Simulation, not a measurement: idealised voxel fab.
The process module presented herein is designated voxel tone inversion.
For reference, the cross-section in this document is cut, with width 160 nm and square cells of 5 nm.
Cross-section = grid of square cells, listed top down in bands; band = one or more rows.
Each band's line starts with the height of the band's top and of its bottom, in nm. Then come its materials from left to right, each with its width in nm. One material with "all across" fills the band from edge to edge. "air" is empty space.
A quick word on heights: they are counted from 0, and under that level the wafer as it came to us is one material throughout. The lowest band is different from the rest in having no bottom; it simply continues downward, written as in "0 and below".
Top row gets the first number, bottom row gets the second, and each row in between changes by the same step: that is how a band width like "30->40" works.
You'll sometimes find "everything unchanged" written for a step, and that's the way of saying that nowhere in the cross-section did a cell change during that step.
Entry "Closed void list". Content: empty spaces with no open connection to the top, size 8 cells or greater. Each: width x height at distance. Distance: from left edge. Unit: nm.
If you see something after the settings on a step's line, that's the simulator's own remark about that step.
Each step line may optionally specify "overlay nm", which for a step with a mask gives the rightward distance between the mask's planned place and where it lay, a negative value indicating the leftward direction.

[Steps planned for the process]
| 1 | RECEIVE: material Si |
| 2 | CONFORMAL_DEP: material SiCN, thk nm 5 |
| 3 | DIRECTIONAL_DEP: material aC, thk nm 25 |
| 4 | PATTERN: tone cover, mask id POSTS, material resist, width nm 25, pitch nm 40, thk nm 30, overlay nm 0 |
| 5 | DIRECTIONAL_ETCH: etch materials aC, depth nm 25 |
| 6 | STRIP: etch materials resist |
| 7 | FILL_DEP: material SiO2, thk nm 5 |
| 8 | CMP: height nm 20 |
| 9 | STRIP: etch materials aC |
Don't read the plan's height nm for step 8 as applying to every wafer: that's the first wafer's value, and the wafers differ in it, though they all start identical.

[So this is the first of several wafers, cross-sectioned as it came to us, meaning it's at the end of step 1]
	0 and below | Si all across
	Closed void list: none

[End of the module, past its last step, step 9: how the first of several wafers looks in cross-section]
	20 down to 5 | SiO2 (25)  air (25)  SiO2 (15)  air (25)  SiO2 (15)  air (25)  SiO2 (30)
	5 down to 0 | SiCN all across
	0 and below | Si all across
	Closed void list: none

[Cross-section at module completion, last wafer]
	35 down to 30 | SiO2 all across
	30 down to 5 | SiO2 (25)  aC (25)  SiO2 (15)  aC (25)  SiO2 (15)  aC (25)  SiO2 (30)
	5 down to 0 | SiCN all across
	0 and below | Si all across
	Closed void list: none

[Gained (+) or lost (-) cells of each material since receipt, then closed voids: one row per wafer, at the end of the module]
height nm 20; +32 SiCN; +51 SiO2; Closed void list: none
height nm 25; +32 SiCN; +68 SiO2; Closed void list: none
height nm 30; +32 SiCN; +85 SiO2; Closed void list: none
height nm 35; +32 SiCN; +117 SiO2; +75 aC; Closed void list: none
